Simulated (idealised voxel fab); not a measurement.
process module | voxel self aligned vias
cross-section cut | 265 nm wide | cells 5 nm
A cross-section is a grid of square cells, given in bands from the top down. A band is one or more rows of cells.
Each band's line starts with the height of the band's top and of its bottom, in nm. Then come its materials from left to right, each with its width in nm. One material with "throughout" fills the band from edge to edge. "air" is empty space.
Height 0 is the level under which the wafer as received is all one material. The lowest band goes on downwards, as in "0 down".
A width such as "30 to 40" changes by the same amount from each row of cells to the next, from the band's top row to its bottom row.
"no change" after a step means that no cell of the cross-section changed.
closed voids: empty space of 8 cells or more with no open way to the top, each as width x height at its distance from the left edge, in nm
after a step's settings: what the simulator itself notes on the step
overlay nm, on a step with a mask: how far to the right of its planned place the mask lay; to the left if negative
plan
1 op RECEIVE | material Si
2 op CONFORMAL_DEP | material SiO2 | thk nm 10
3 op CONFORMAL_DEP | material SiCN | thk nm 5
4 op DIRECTIONAL_DEP | material SiO2 | thk nm 25
5 op MASKED_ETCH | tone open | mask id LINES | width nm 25 | pitch nm 60 | etch materials SiO2 | depth nm 25 | overlay nm 0
6 op CONFORMAL_DEP | material TiN | thk nm 5
7 op FILL_DEP | material W | thk nm 10
8 op CMP | height nm 40
9 op SELECTIVE_ETCH | etch materials W Ru TiN | depth nm 5
10 op FILL_DEP | material SiN | thk nm 10
11 op CMP | height nm 40
12 op DIRECTIONAL_DEP | material SiO2 | thk nm 20
13 op PATTERN | tone open | mask id VIAS | material resist | width nm 35 | pitch nm 120 | thk nm 20 | overlay nm 0
14 op DIRECTIONAL_ETCH | etch materials SiO2 | depth nm 20
15 op DIRECTIONAL_ETCH | etch materials SiN | depth nm 5
16 op STRIP | etch materials resist
17 op CONFORMAL_DEP | material TiN | thk nm 5
18 op FILL_DEP | material Ru | thk nm 5
19 op CMP | height nm 60
20 op CONFORMAL_DEP | material SiN | thk nm 5
first wafer, as planned
as received, after step 1
  0 down: Si throughout
  closed voids: none
after step 2
  10 to 0: SiO2 throughout
  below 0: unchanged
after step 3
  15 to 10: SiCN throughout
  below 10: unchanged
after step 4
  40 to 15: SiO2 throughout
  below 15: unchanged
after step 5
  40 to 15: SiO2 60 | air 25 | SiO2 35 | air 25 | SiO2 35 | air 25 | SiO2 60
  below 15: unchanged
after step 6
  45 to 40: TiN 65 | air 15 | TiN 45 | air 15 | TiN 45 | air 15 | TiN 65
  40 to 20: SiO2 60 | TiN 5 | air 15 | TiN 5 | SiO2 35 | TiN 5 | air 15 | TiN 5 | SiO2 35 | TiN 5 | air 15 | TiN 5 | SiO2 60
  20 to 15: SiO2 60 | TiN 25 | SiO2 35 | TiN 25 | SiO2 35 | TiN 25 | SiO2 60
  below 15: unchanged
after step 7
  55 to 45: W throughout
  45 to 40: TiN 65 | W 15 | TiN 45 | W 15 | TiN 45 | W 15 | TiN 65
  40 to 20: SiO2 60 | TiN 5 | W 15 | TiN 5 | SiO2 35 | TiN 5 | W 15 | TiN 5 | SiO2 35 | TiN 5 | W 15 | TiN 5 | SiO2 60
  below 20: unchanged
after step 8
  40 to 20: SiO2 60 | TiN 5 | W 15 | TiN 5 | SiO2 35 | TiN 5 | W 15 | TiN 5 | SiO2 35 | TiN 5 | W 15 | TiN 5 | SiO2 60
  below 20: unchanged
after step 9
  40 to 35: SiO2 60 | air 25 | SiO2 35 | air 25 | SiO2 35 | air 25 | SiO2 60
  below 35: unchanged
after step 10
  50 to 40: SiN throughout
  40 to 35: SiO2 60 | SiN 25 | SiO2 35 | SiN 25 | SiO2 35 | SiN 25 | SiO2 60
  below 35: unchanged
after step 11
  40 to 35: SiO2 60 | SiN 25 | SiO2 35 | SiN 25 | SiO2 35 | SiN 25 | SiO2 60
  below 35: unchanged
after step 12
  60 to 40: SiO2 throughout
  below 40: unchanged
after step 13
  80 to 60: resist 55 | air 35 | resist 85 | air 35 | resist 55
  below 60: unchanged
after step 14
  80 to 60: resist 55 | air 35 | resist 85 | air 35 | resist 55
  60 to 40: SiO2 55 | air 35 | SiO2 85 | air 35 | SiO2 55
  below 40: unchanged
after step 15
  80 to 60: resist 55 | air 35 | resist 85 | air 35 | resist 55
  60 to 40: SiO2 55 | air 35 | SiO2 85 | air 35 | SiO2 55
  40 to 35: SiO2 60 | air 25 | SiO2 35 | SiN 25 | SiO2 35 | air 25 | SiO2 60
  below 35: unchanged
after step 16
  60 to 40: SiO2 55 | air 35 | SiO2 85 | air 35 | SiO2 55
  below 40: unchanged
after step 17
  65 to 60: TiN 60 | air 25 | TiN 95 | air 25 | TiN 60
  60 to 45: SiO2 55 | TiN 5 | air 25 | TiN 5 | SiO2 85 | TiN 5 | air 25 | TiN 5 | SiO2 55
  45 to 40: SiO2 55 | TiN 10 | air 15 | TiN 10 | SiO2 85 | TiN 10 | air 15 | TiN 10 | SiO2 55
  40 to 35: SiO2 60 | TiN 25 | SiO2 35 | SiN 25 | SiO2 35 | TiN 25 | SiO2 60
  below 35: unchanged
after step 18
  70 to 65: Ru throughout
  65 to 60: TiN 60 | Ru 25 | TiN 95 | Ru 25 | TiN 60
  60 to 45: SiO2 55 | TiN 5 | Ru 25 | TiN 5 | SiO2 85 | TiN 5 | Ru 25 | TiN 5 | SiO2 55
  45 to 40: SiO2 55 | TiN 10 | Ru 15 | TiN 10 | SiO2 85 | TiN 10 | Ru 15 | TiN 10 | SiO2 55
  below 40: unchanged
after step 19
  60 to 45: SiO2 55 | TiN 5 | Ru 25 | TiN 5 | SiO2 85 | TiN 5 | Ru 25 | TiN 5 | SiO2 55
  below 45: unchanged
after step 20
  65 to 60: SiN throughout
  below 60: unchanged
second wafer: like start, like plan, one mistake. Through step 1 it matches the first wafer
when step 2 should have ended
  5 to 0: SiCN throughout
  below 0: unchanged
when step 3 should have ended
  15 to 5: SiO2 throughout
  below 5: unchanged
when step 4 should have ended
  40 to 5: SiO2 throughout
  below 5: unchanged
when step 5 should have ended
  40 to 15: SiO2 60 | air 25 | SiO2 35 | air 25 | SiO2 35 | air 25 | SiO2 60
  below 15: unchanged
when step 6 should have ended
  45 to 40: TiN 65 | air 15 | TiN 45 | air 15 | TiN 45 | air 15 | TiN 65
  40 to 20: SiO2 60 | TiN 5 | air 15 | TiN 5 | SiO2 35 | TiN 5 | air 15 | TiN 5 | SiO2 35 | TiN 5 | air 15 | TiN 5 | SiO2 60
  20 to 15: SiO2 60 | TiN 25 | SiO2 35 | TiN 25 | SiO2 35 | TiN 25 | SiO2 60
  below 15: unchanged
when step 7 should have ended
  55 to 45: W throughout
  45 to 40: TiN 65 | W 15 | TiN 45 | W 15 | TiN 45 | W 15 | TiN 65
  40 to 20: SiO2 60 | TiN 5 | W 15 | TiN 5 | SiO2 35 | TiN 5 | W 15 | TiN 5 | SiO2 35 | TiN 5 | W 15 | TiN 5 | SiO2 60
  below 20: unchanged
when step 8 should have ended
  40 to 20: SiO2 60 | TiN 5 | W 15 | TiN 5 | SiO2 35 | TiN 5 | W 15 | TiN 5 | SiO2 35 | TiN 5 | W 15 | TiN 5 | SiO2 60
  below 20: unchanged
when step 9 should have ended
  40 to 35: SiO2 60 | air 25 | SiO2 35 | air 25 | SiO2 35 | air 25 | SiO2 60
  below 35: unchanged
when step 10 should have ended
  50 to 40: SiN throughout
  40 to 35: SiO2 60 | SiN 25 | SiO2 35 | SiN 25 | SiO2 35 | SiN 25 | SiO2 60
  below 35: unchanged
when step 11 should have ended
  40 to 35: SiO2 60 | SiN 25 | SiO2 35 | SiN 25 | SiO2 35 | SiN 25 | SiO2 60
  below 35: unchanged
when step 12 should have ended
  60 to 40: SiO2 throughout
  below 40: unchanged
when step 13 should have ended
  80 to 60: resist 55 | air 35 | resist 85 | air 35 | resist 55
  below 60: unchanged
when step 14 should have ended
  80 to 60: resist 55 | air 35 | resist 85 | air 35 | resist 55
  60 to 40: SiO2 55 | air 35 | SiO2 85 | air 35 | SiO2 55
  below 40: unchanged
when step 15 should have ended
  80 to 60: resist 55 | air 35 | resist 85 | air 35 | resist 55
  60 to 40: SiO2 55 | air 35 | SiO2 85 | air 35 | SiO2 55
  40 to 35: SiO2 60 | air 25 | SiO2 35 | SiN 25 | SiO2 35 | air 25 | SiO2 60
  below 35: unchanged
when step 16 should have ended
  60 to 40: SiO2 55 | air 35 | SiO2 85 | air 35 | SiO2 55
  below 40: unchanged
when step 17 should have ended
  65 to 60: TiN 60 | air 25 | TiN 95 | air 25 | TiN 60
  60 to 45: SiO2 55 | TiN 5 | air 25 | TiN 5 | SiO2 85 | TiN 5 | air 25 | TiN 5 | SiO2 55
  45 to 40: SiO2 55 | TiN 10 | air 15 | TiN 10 | SiO2 85 | TiN 10 | air 15 | TiN 10 | SiO2 55
  40 to 35: SiO2 60 | TiN 25 | SiO2 35 | SiN 25 | SiO2 35 | TiN 25 | SiO2 60
  below 35: unchanged
when step 18 should have ended
  70 to 65: Ru throughout
  65 to 60: TiN 60 | Ru 25 | TiN 95 | Ru 25 | TiN 60
  60 to 45: SiO2 55 | TiN 5 | Ru 25 | TiN 5 | SiO2 85 | TiN 5 | Ru 25 | TiN 5 | SiO2 55
  45 to 40: SiO2 55 | TiN 10 | Ru 15 | TiN 10 | SiO2 85 | TiN 10 | Ru 15 | TiN 10 | SiO2 55
  below 40: unchanged
when step 19 should have ended
  60 to 45: SiO2 55 | TiN 5 | Ru 25 | TiN 5 | SiO2 85 | TiN 5 | Ru 25 | TiN 5 | SiO2 55
  below 45: unchanged
when step 20 should have ended
  65 to 60: SiN throughout
  below 60: unchanged
what went wrong: steps 2 and 3 were swapped
at the end the second wafer has, in cells: as many of each material as the first, in other places
